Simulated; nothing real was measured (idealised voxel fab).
process module | voxel transistor to metal
cross-section cut | 265 nm wide | cells 5 nm
A cross-section is a grid of square cells, given in bands from the top down. A band is one or more rows of cells.
Each band's line starts with the height of the band's top and of its bottom, in nm. Then come its materials from left to right, each with its width in nm. One material with "throughout" fills the band from edge to edge. "air" is empty space.
Height 0 is the level under which the wafer as received is all one material. The lowest band goes on downwards, as in "0 down".
A width such as "30 to 40" changes by the same amount from each row of cells to the next, from the band's top row to its bottom row.
"no change" after a step means that no cell of the cross-section changed.
closed voids: empty space of 8 cells or more with no open way to the top, each as width x height at its distance from the left edge, in nm
after a step's settings: what the simulator itself notes on the step
overlay nm, on a step with a mask: how far to the right of its planned place the mask lay; to the left if negative
plan
1 op RECEIVE | material Si
2 op OXIDIZE | depth nm 5
3 op CONFORMAL_DEP | material SiN | thk nm 10
4 op DIRECTIONAL_DEP | material aC | thk nm 15
5 op PATTERN | tone cover | mask id ACTIVE | material resist | width nm 95 | pitch nm 120 | thk nm 30 | overlay nm 0
6 op DIRECTIONAL_ETCH | etch materials aC | depth nm 15
7 op STRIP | etch materials resist
8 op DIRECTIONAL_ETCH | etch materials SiN | depth nm 10
9 op DIRECTIONAL_ETCH | etch materials SiO2 | depth nm 5
10 op DIRECTIONAL_ETCH | etch materials Si | depth nm 25
11 op STRIP | etch materials aC
12 op FILL_DEP | material SiO2 | thk nm 10
13 op CMP | height nm 10
14 op SELECTIVE_ETCH | etch materials SiO2 | depth nm 10
15 op STRIP | etch materials SiN
16 op SELECTIVE_ETCH | etch materials SiO2 | depth nm 5
17 op OXIDIZE | depth nm 5
18 op DIRECTIONAL_DEP | material polySi | thk nm 30
19 op DIRECTIONAL_DEP | material SiCN | thk nm 15
20 op PATTERN | tone cover | mask id GATE | material resist | width nm 25 | pitch nm 120 | thk nm 20 | overlay nm 0
21 op DIRECTIONAL_ETCH | etch materials SiCN | depth nm 25
22 op DIRECTIONAL_ETCH | etch materials polySi | depth nm 40
23 op STRIP | etch materials resist
24 op CONFORMAL_DEP | material SiN | thk nm 10
25 op DIRECTIONAL_ETCH | etch materials SiN | depth nm 10
26 op DIRECTIONAL_ETCH | etch materials SiO2 | depth nm 5
27 op DIRECTIONAL_ETCH | etch materials Si | depth nm 10
28 op EPI | material pSi | thk nm 15
29 op FILL_DEP | material SiO2 | thk nm 10
30 op CMP | height nm 40
31 op DIRECTIONAL_DEP | material SiO2 | thk nm 15
32 op PATTERN | tone open | mask id CONTACT | material resist | width nm 25 | pitch nm 60 | thk nm 15 | overlay nm 0
33 op DIRECTIONAL_ETCH | etch materials SiO2 | depth nm 60
34 op STRIP | etch materials resist
35 op CONFORMAL_DEP | material TiN | thk nm 5
36 op FILL_DEP | material W | thk nm 5
37 op CMP | height nm 55
38 op CONFORMAL_DEP | material SiN | thk nm 5
39 op DIRECTIONAL_DEP | material lowk | thk nm 20
40 op PATTERN | tone open | mask id METAL_1 | material resist | width nm 15 | thk nm 20 | overlay nm 0
41 op DIRECTIONAL_ETCH | etch materials lowk | depth nm 20
42 op DIRECTIONAL_ETCH | etch materials SiN | depth nm 5
43 op STRIP | etch materials resist
44 op CONFORMAL_DEP | material TiN | thk nm 5
45 op FILL_DEP | material W | thk nm 10
46 op CMP | height nm 80
47 op CONFORMAL_DEP | material SiCN | thk nm 5
48 op DIRECTIONAL_DEP | material SiO2 | thk nm 30
49 op MASKED_ETCH | tone open | mask id METAL_2 | width nm 15 | pitch nm 120 | etch materials SiO2 | depth nm 20 | overlay nm 0
50 op DIRECTIONAL_DEP | material aC | thk nm 10
51 op PATTERN | tone open | mask id METAL_2_HOLES | material resist | width nm 15 | pitch nm 120 | thk nm 30 | overlay nm 0
52 op DIRECTIONAL_ETCH | etch materials aC | depth nm 10
53 op STRIP | etch materials resist
54 op DIRECTIONAL_ETCH | etch materials SiO2 | depth nm 10
55 op DIRECTIONAL_ETCH | etch materials SiCN | depth nm 5
56 op STRIP | etch materials aC
57 op CONFORMAL_DEP | material TiN | thk nm 5
58 op FILL_DEP | material Cu | thk nm 10
59 op CMP | height nm 115
60 op CONFORMAL_DEP | material SiN | thk nm 5
first wafer, as planned
as received, after step 1
  0 down: Si throughout
  closed voids: none
after step 2
  0 to -5: SiO2 throughout
  below -5: unchanged
after step 3
  10 to 0: SiN throughout
  below 0: unchanged
after step 4
  25 to 10: aC throughout
  below 10: unchanged
after step 5
  55 to 25: air 25 | resist 95 | air 25 | resist 95 | air 25
  below 25: unchanged
after step 6
  40 to 25: air 25 | resist 95 | air 25 | resist 95 | air 25
  25 to 10: air 25 | aC 95 | air 25 | aC 95 | air 25
  below 10: unchanged
after step 7
  25 to 10: air 25 | aC 95 | air 25 | aC 95 | air 25
  below 10: unchanged
after step 8
  25 to 10: air 25 | aC 95 | air 25 | aC 95 | air 25
  10 to 0: air 25 | SiN 95 | air 25 | SiN 95 | air 25
  below 0: unchanged
after step 9
  25 to 10: air 25 | aC 95 | air 25 | aC 95 | air 25
  10 to 0: air 25 | SiN 95 | air 25 | SiN 95 | air 25
  0 to -5: air 25 | SiO2 95 | air 25 | SiO2 95 | air 25
  below -5: unchanged
after step 10
  25 to 10: air 25 | aC 95 | air 25 | aC 95 | air 25
  10 to 0: air 25 | SiN 95 | air 25 | SiN 95 | air 25
  0 to -5: air 25 | SiO2 95 | air 25 | SiO2 95 | air 25
  -5 to -30: air 25 | Si 95 | air 25 | Si 95 | air 25
  below -30: unchanged
after step 11
  10 to 0: air 25 | SiN 95 | air 25 | SiN 95 | air 25
  below 0: unchanged
after step 12
  20 to 10: SiO2 throughout
  10 to 0: SiO2 25 | SiN 95 | SiO2 25 | SiN 95 | SiO2 25
  0 to -5: SiO2 throughout
  -5 to -30: SiO2 25 | Si 95 | SiO2 25 | Si 95 | SiO2 25
  below -30: unchanged
after step 13
  10 to 0: SiO2 25 | SiN 95 | SiO2 25 | SiN 95 | SiO2 25
  below 0: unchanged
after step 14
  10 to 0: air 25 | SiN 95 | air 25 | SiN 95 | air 25
  below 0: unchanged
after step 15
  0 to -5: SiO2 throughout
  below -5: unchanged
after step 16
  -5 to -30: SiO2 25 | Si 95 | SiO2 25 | Si 95 | SiO2 25
  below -30: unchanged
after step 17
  -5 to -10: SiO2 throughout
  below -10: unchanged
after step 18
  25 to -5: polySi throughout
  below -5: unchanged
after step 19
  40 to 25: SiCN throughout
  below 25: unchanged
after step 20
  60 to 40: air 60 | resist 25 | air 95 | resist 25 | air 60
  below 40: unchanged
after step 21
  60 to 40: air 60 | resist 25 | air 95 | resist 25 | air 60
  40 to 25: air 60 | SiCN 25 | air 95 | SiCN 25 | air 60
  below 25: unchanged
after step 22
  60 to 40: air 60 | resist 25 | air 95 | resist 25 | air 60
  40 to 25: air 60 | SiCN 25 | air 95 | SiCN 25 | air 60
  25 to -5: air 60 | polySi 25 | air 95 | polySi 25 | air 60
  below -5: unchanged
after step 23
  40 to 25: air 60 | SiCN 25 | air 95 | SiCN 25 | air 60
  below 25: unchanged
after step 24
  50 to 40: air 50 | SiN 45 | air 75 | SiN 45 | air 50
  40 to 25: air 50 | SiN 10 | SiCN 25 | SiN 10 | air 75 | SiN 10 | SiCN 25 | SiN 10 | air 50
  25 to 5: air 50 | SiN 10 | polySi 25 | SiN 10 | air 75 | SiN 10 | polySi 25 | SiN 10 | air 50
  5 to -5: SiN 60 | polySi 25 | SiN 95 | polySi 25 | SiN 60
  below -5: unchanged
after step 25
  40 to 25: air 50 | SiN 10 | SiCN 25 | SiN 10 | air 75 | SiN 10 | SiCN 25 | SiN 10 | air 50
  25 to -5: air 50 | SiN 10 | polySi 25 | SiN 10 | air 75 | SiN 10 | polySi 25 | SiN 10 | air 50
  below -5: unchanged
after step 26
  40 to 25: air 50 | SiN 10 | SiCN 25 | SiN 10 | air 75 | SiN 10 | SiCN 25 | SiN 10 | air 50
  25 to -5: air 50 | SiN 10 | polySi 25 | SiN 10 | air 75 | SiN 10 | polySi 25 | SiN 10 | air 50
  -5 to -10: air 50 | SiO2 45 | air 75 | SiO2 45 | air 50
  below -10: unchanged
after step 27
  40 to 25: air 50 | SiN 10 | SiCN 25 | SiN 10 | air 75 | SiN 10 | SiCN 25 | SiN 10 | air 50
  25 to -5: air 50 | SiN 10 | polySi 25 | SiN 10 | air 75 | SiN 10 | polySi 25 | SiN 10 | air 50
  -5 to -10: air 50 | SiO2 45 | air 75 | SiO2 45 | air 50
  -10 to -20: SiO2 25 | air 25 | Si 45 | air 25 | SiO2 25 | air 25 | Si 45 | air 25 | SiO2 25
  below -20: unchanged
after step 28
  40 to 25: air 50 | SiN 10 | SiCN 25 | SiN 10 | air 75 | SiN 10 | SiCN 25 | SiN 10 | air 50
  25 to 5: air 50 | SiN 10 | polySi 25 | SiN 10 | air 75 | SiN 10 | polySi 25 | SiN 10 | air 50
  5 to -5: air 35 | pSi 15 | SiN 10 | polySi 25 | SiN 10 | pSi 15 | air 45 | pSi 15 | SiN 10 | polySi 25 | SiN 10 | pSi 15 | air 35
  -5 to -10: air 20 | pSi 30 | SiO2 45 | pSi 30 | air 15 | pSi 30 | SiO2 45 | pSi 30 | air 20
  -10 to -20: SiO2 25 | pSi 25 | Si 45 | pSi 25 | SiO2 25 | pSi 25 | Si 45 | pSi 25 | SiO2 25
  below -20: unchanged
after step 29
  50 to 40: SiO2 throughout
  40 to 25: SiO2 50 | SiN 10 | SiCN 25 | SiN 10 | SiO2 75 | SiN 10 | SiCN 25 | SiN 10 | SiO2 50
  25 to 5: SiO2 50 | SiN 10 | polySi 25 | SiN 10 | SiO2 75 | SiN 10 | polySi 25 | SiN 10 | SiO2 50
  5 to -5: SiO2 35 | pSi 15 | SiN 10 | polySi 25 | SiN 10 | pSi 15 | SiO2 45 | pSi 15 | SiN 10 | polySi 25 | SiN 10 | pSi 15 | SiO2 35
  -5 to -10: SiO2 20 | pSi 30 | SiO2 45 | pSi 30 | SiO2 15 | pSi 30 | SiO2 45 | pSi 30 | SiO2 20
  below -10: unchanged
after step 30
  40 to 25: SiO2 50 | SiN 10 | SiCN 25 | SiN 10 | SiO2 75 | SiN 10 | SiCN 25 | SiN 10 | SiO2 50
  below 25: unchanged
after step 31
  55 to 40: SiO2 throughout
  below 40: unchanged
after step 32
  70 to 55: resist 30 | air 25 | resist 35 | air 25 | resist 35 | air 25 | resist 35 | air 25 | resist 30
  below 55: unchanged
after step 33
  70 to 55: resist 30 | air 25 | resist 35 | air 25 | resist 35 | air 25 | resist 35 | air 25 | resist 30
  55 to 40: SiO2 30 | air 25 | SiO2 35 | air 25 | SiO2 35 | air 25 | SiO2 35 | air 25 | SiO2 30
  40 to 25: SiO2 30 | air 20 | SiN 10 | SiCN 25 | SiN 10 | air 20 | SiO2 35 | air 20 | SiN 10 | SiCN 25 | SiN 10 | air 20 | SiO2 30
  25 to 5: SiO2 30 | air 20 | SiN 10 | polySi 25 | SiN 10 | air 20 | SiO2 35 | air 20 | SiN 10 | polySi 25 | SiN 10 | air 20 | SiO2 30
  5 to -5: SiO2 30 | air 5 | pSi 15 | SiN 10 | polySi 25 | SiN 10 | pSi 15 | air 5 | SiO2 35 | air 5 | pSi 15 | SiN 10 | polySi 25 | SiN 10 | pSi 15 | air 5 | SiO2 30
  below -5: unchanged
after step 34
  55 to 40: SiO2 30 | air 25 | SiO2 35 | air 25 | SiO2 35 | air 25 | SiO2 35 | air 25 | SiO2 30
  below 40: unchanged
after step 35
  60 to 55: TiN 35 | air 15 | TiN 45 | air 15 | TiN 45 | air 15 | TiN 45 | air 15 | TiN 35
  55 to 45: SiO2 30 | TiN 5 | air 15 | TiN 5 | SiO2 35 | TiN 5 | air 15 | TiN 5 | SiO2 35 | TiN 5 | air 15 | TiN 5 | SiO2 35 | TiN 5 | air 15 | TiN 5 | SiO2 30
  45 to 40: SiO2 30 | TiN 5 | air 10 | TiN 10 | SiO2 35 | TiN 10 | air 10 | TiN 5 | SiO2 35 | TiN 5 | air 10 | TiN 10 | SiO2 35 | TiN 10 | air 10 | TiN 5 | SiO2 30
  40 to 25: SiO2 30 | TiN 5 | air 10 | TiN 5 | SiN 10 | SiCN 25 | SiN 10 | TiN 5 | air 10 | TiN 5 | SiO2 35 | TiN 5 | air 10 | TiN 5 | SiN 10 | SiCN 25 | SiN 10 | TiN 5 | air 10 | TiN 5 | SiO2 30
  25 to 10: SiO2 30 | TiN 5 | air 10 | TiN 5 | SiN 10 | polySi 25 | SiN 10 | TiN 5 | air 10 | TiN 5 | SiO2 35 | TiN 5 | air 10 | TiN 5 | SiN 10 | polySi 25 | SiN 10 | TiN 5 | air 10 | TiN 5 | SiO2 30
  10 to 5: SiO2 30 | TiN 20 | SiN 10 | polySi 25 | SiN 10 | TiN 20 | SiO2 35 | TiN 20 | SiN 10 | polySi 25 | SiN 10 | TiN 20 | SiO2 30
  5 to -5: SiO2 30 | TiN 5 | pSi 15 | SiN 10 | polySi 25 | SiN 10 | pSi 15 | TiN 5 | SiO2 35 | TiN 5 | pSi 15 | SiN 10 | polySi 25 | SiN 10 | pSi 15 | TiN 5 | SiO2 30
  below -5: unchanged
after step 36
  65 to 60: W throughout
  60 to 55: TiN 35 | W 15 | TiN 45 | W 15 | TiN 45 | W 15 | TiN 45 | W 15 | TiN 35
  55 to 45: SiO2 30 | TiN 5 | W 15 | TiN 5 | SiO2 35 | TiN 5 | W 15 | TiN 5 | SiO2 35 | TiN 5 | W 15 | TiN 5 | SiO2 35 | TiN 5 | W 15 | TiN 5 | SiO2 30
  45 to 40: SiO2 30 | TiN 5 | W 10 | TiN 10 | SiO2 35 | TiN 10 | W 10 | TiN 5 | SiO2 35 | TiN 5 | W 10 | TiN 10 | SiO2 35 | TiN 10 | W 10 | TiN 5 | SiO2 30
  40 to 25: SiO2 30 | TiN 5 | W 10 | TiN 5 | SiN 10 | SiCN 25 | SiN 10 | TiN 5 | W 10 | TiN 5 | SiO2 35 | TiN 5 | W 10 | TiN 5 | SiN 10 | SiCN 25 | SiN 10 | TiN 5 | W 10 | TiN 5 | SiO2 30
  25 to 10: SiO2 30 | TiN 5 | W 10 | TiN 5 | SiN 10 | polySi 25 | SiN 10 | TiN 5 | W 10 | TiN 5 | SiO2 35 | TiN 5 | W 10 | TiN 5 | SiN 10 | polySi 25 | SiN 10 | TiN 5 | W 10 | TiN 5 | SiO2 30
  below 10: unchanged
after step 37
  55 to 45: SiO2 30 | TiN 5 | W 15 | TiN 5 | SiO2 35 | TiN 5 | W 15 | TiN 5 | SiO2 35 | TiN 5 | W 15 | TiN 5 | SiO2 35 | TiN 5 | W 15 | TiN 5 | SiO2 30
  below 45: unchanged
after step 38
  60 to 55: SiN throughout
  below 55: unchanged
after step 39
  80 to 60: lowk throughout
  below 60: unchanged
after step 40
  100 to 80: resist 30 | air 15 | resist 55 | air 15 | resist 35 | air 15 | resist 55 | air 15 | resist 30
  below 80: unchanged
after step 41
  100 to 80: resist 30 | air 15 | resist 55 | air 15 | resist 35 | air 15 | resist 55 | air 15 | resist 30
  80 to 60: lowk 30 | air 15 | lowk 55 | air 15 | lowk 35 | air 15 | lowk 55 | air 15 | lowk 30
  below 60: unchanged
after step 42
  100 to 80: resist 30 | air 15 | resist 55 | air 15 | resist 35 | air 15 | resist 55 | air 15 | resist 30
  80 to 60: lowk 30 | air 15 | lowk 55 | air 15 | lowk 35 | air 15 | lowk 55 | air 15 | lowk 30
  60 to 55: SiN 30 | air 15 | SiN 55 | air 15 | SiN 35 | air 15 | SiN 55 | air 15 | SiN 30
  below 55: unchanged
after step 43
  80 to 60: lowk 30 | air 15 | lowk 55 | air 15 | lowk 35 | air 15 | lowk 55 | air 15 | lowk 30
  below 60: unchanged
after step 44
  85 to 80: TiN 35 | air 5 | TiN 65 | air 5 | TiN 45 | air 5 | TiN 65 | air 5 | TiN 35
  80 to 60: lowk 30 | TiN 5 | air 5 | TiN 5 | lowk 55 | TiN 5 | air 5 | TiN 5 | lowk 35 | TiN 5 | air 5 | TiN 5 | lowk 55 | TiN 5 | air 5 | TiN 5 | lowk 30
  60 to 55: SiN 30 | TiN 15 | SiN 55 | TiN 15 | SiN 35 | TiN 15 | SiN 55 | TiN 15 | SiN 30
  below 55: unchanged
after step 45
  95 to 85: W throughout
  85 to 80: TiN 35 | W 5 | TiN 65 | W 5 | TiN 45 | W 5 | TiN 65 | W 5 | TiN 35
  80 to 60: lowk 30 | TiN 5 | W 5 | TiN 5 | lowk 55 | TiN 5 | W 5 | TiN 5 | lowk 35 | TiN 5 | W 5 | TiN 5 | lowk 55 | TiN 5 | W 5 | TiN 5 | lowk 30
  below 60: unchanged
after step 46
  80 to 60: lowk 30 | TiN 5 | W 5 | TiN 5 | lowk 55 | TiN 5 | W 5 | TiN 5 | lowk 35 | TiN 5 | W 5 | TiN 5 | lowk 55 | TiN 5 | W 5 | TiN 5 | lowk 30
  below 60: unchanged
after step 47
  85 to 80: SiCN throughout
  below 80: unchanged
after step 48
  115 to 85: SiO2 throughout
  below 85: unchanged
after step 49
  115 to 95: SiO2 30 | air 15 | SiO2 105 | air 15 | SiO2 100
  below 95: unchanged
after step 50
  125 to 115: aC 30 | air 15 | aC 105 | air 15 | aC 100
  115 to 105: SiO2 30 | air 15 | SiO2 105 | air 15 | SiO2 100
  105 to 95: SiO2 30 | aC 15 | SiO2 105 | aC 15 | SiO2 100
  below 95: unchanged
after step 51
  155 to 125: resist 30 | air 15 | resist 105 | air 15 | resist 100
  below 125: unchanged
after step 52
  145 to 125: resist 30 | air 15 | resist 105 | air 15 | resist 100
  125 to 115: aC 30 | air 15 | aC 105 | air 15 | aC 100
  115 to 95: SiO2 30 | air 15 | SiO2 105 | air 15 | SiO2 100
  below 95: unchanged
after step 53
  125 to 115: aC 30 | air 15 | aC 105 | air 15 | aC 100
  below 115: unchanged
after step 54
  125 to 115: aC 30 | air 15 | aC 105 | air 15 | aC 100
  115 to 85: SiO2 30 | air 15 | SiO2 105 | air 15 | SiO2 100
  below 85: unchanged
after step 55
  125 to 115: aC 30 | air 15 | aC 105 | air 15 | aC 100
  115 to 85: SiO2 30 | air 15 | SiO2 105 | air 15 | SiO2 100
  85 to 80: SiCN 30 | air 15 | SiCN 105 | air 15 | SiCN 100
  below 80: unchanged
after step 56
  115 to 85: SiO2 30 | air 15 | SiO2 105 | air 15 | SiO2 100
  below 85: unchanged
after step 57
  120 to 115: TiN 35 | air 5 | TiN 115 | air 5 | TiN 105
  115 to 85: SiO2 30 | TiN 5 | air 5 | TiN 5 | SiO2 105 | TiN 5 | air 5 | TiN 5 | SiO2 100
  85 to 80: SiCN 30 | TiN 15 | SiCN 105 | TiN 15 | SiCN 100
  below 80: unchanged
after step 58
  130 to 120: Cu throughout
  120 to 115: TiN 35 | Cu 5 | TiN 115 | Cu 5 | TiN 105
  115 to 85: SiO2 30 | TiN 5 | Cu 5 | TiN 5 | SiO2 105 | TiN 5 | Cu 5 | TiN 5 | SiO2 100
  below 85: unchanged
after step 59
  115 to 85: SiO2 30 | TiN 5 | Cu 5 | TiN 5 | SiO2 105 | TiN 5 | Cu 5 | TiN 5 | SiO2 100
  below 85: unchanged
after step 60
  120 to 115: SiN throughout
  below 115: unchanged
second wafer: like start, like plan, one mistake. Through step 48 it matches the first wafer
when step 49 should have ended
  115 to 95: SiO2 40 | air 15 | SiO2 105 | air 15 | SiO2 90
  below 95: unchanged
when step 50 should have ended
  125 to 115: aC 40 | air 15 | aC 105 | air 15 | aC 90
  115 to 105: SiO2 40 | air 15 | SiO2 105 | air 15 | SiO2 90
  105 to 95: SiO2 40 | aC 15 | SiO2 105 | aC 15 | SiO2 90
  below 95: unchanged
when step 51 should have ended
  155 to 125: resist 30 | air 15 | resist 105 | air 15 | resist 100
  125 to 115: aC 40 | air 5 | resist 10 | aC 105 | air 5 | resist 10 | aC 90
  115 to 105: SiO2 40 | air 5 | resist 10 | SiO2 105 | air 5 | resist 10 | SiO2 90
  below 105: unchanged
when step 52 should have ended
  145 to 125: resist 30 | air 15 | resist 105 | air 15 | resist 100
  125 to 115: aC 30 | air 15 | resist 10 | aC 95 | air 15 | resist 10 | aC 90
  115 to 105: SiO2 40 | air 5 | resist 10 | SiO2 105 | air 5 | resist 10 | SiO2 90
  105 to 95: SiO2 40 | air 5 | aC 10 | SiO2 105 | air 5 | aC 10 | SiO2 90
  below 95: unchanged
when step 53 should have ended
  125 to 115: aC 30 | air 25 | aC 95 | air 25 | aC 90
  115 to 105: SiO2 40 | air 15 | SiO2 105 | air 15 | SiO2 90
  below 105: unchanged
when step 54 should have ended
  125 to 115: aC 30 | air 25 | aC 95 | air 25 | aC 90
  115 to 105: SiO2 30 | air 25 | SiO2 95 | air 25 | SiO2 90
  105 to 95: SiO2 40 | air 5 | aC 10 | SiO2 105 | air 5 | aC 10 | SiO2 90
  95 to 85: SiO2 40 | air 5 | SiO2 115 | air 5 | SiO2 100
  below 85: unchanged
when step 55 should have ended
  125 to 115: aC 30 | air 25 | aC 95 | air 25 | aC 90
  115 to 105: SiO2 30 | air 25 | SiO2 95 | air 25 | SiO2 90
  105 to 95: SiO2 40 | air 5 | aC 10 | SiO2 105 | air 5 | aC 10 | SiO2 90
  95 to 85: SiO2 40 | air 5 | SiO2 115 | air 5 | SiO2 100
  85 to 80: SiCN 40 | air 5 | SiCN 115 | air 5 | SiCN 100
  below 80: unchanged
when step 56 should have ended
  115 to 105: SiO2 30 | air 25 | SiO2 95 | air 25 | SiO2 90
  105 to 95: SiO2 40 | air 15 | SiO2 105 | air 15 | SiO2 90
  below 95: unchanged
when step 57 should have ended
  120 to 115: TiN 35 | air 15 | TiN 105 | air 15 | TiN 95
  115 to 105: SiO2 30 | TiN 5 to 15 | air 15 to 5 | TiN 5 | SiO2 95 | TiN 5 to 15 | air 15 to 5 | TiN 5 | SiO2 90
  105 to 100: SiO2 40 | TiN 5 | air 5 | TiN 5 | SiO2 105 | TiN 5 | air 5 | TiN 5 | SiO2 90
  100 to 95: SiO2 40 | TiN 15 | SiO2 105 | TiN 15 | SiO2 90
  95 to 85: SiO2 40 | TiN 5 | SiO2 115 | TiN 5 | SiO2 100
  85 to 80: SiCN 40 | TiN 5 | SiCN 115 | TiN 5 | SiCN 100
  below 80: unchanged
when step 58 should have ended
  130 to 120: Cu throughout
  120 to 115: TiN 35 | Cu 15 | TiN 105 | Cu 15 | TiN 95
  115 to 105: SiO2 30 | TiN 5 to 15 | Cu 15 to 5 | TiN 5 | SiO2 95 | TiN 5 to 15 | Cu 15 to 5 | TiN 5 | SiO2 90
  105 to 100: SiO2 40 | TiN 5 | Cu 5 | TiN 5 | SiO2 105 | TiN 5 | Cu 5 | TiN 5 | SiO2 90
  below 100: unchanged
when step 59 should have ended
  115 to 105: SiO2 30 | TiN 5 to 15 | Cu 15 to 5 | TiN 5 | SiO2 95 | TiN 5 to 15 | Cu 15 to 5 | TiN 5 | SiO2 90
  below 105: unchanged
when step 60 should have ended
  120 to 115: SiN throughout
  below 115: unchanged
what went wrong: step 49 ran as: op MASKED_ETCH | tone open | mask id METAL_2 | width nm 15 | pitch nm 120 | etch materials SiO2 | depth nm 20 | overlay nm 10
at the end the second wafer has, in cells: 2 fewer of Cu | 4 more of SiCN | 2 fewer of TiN
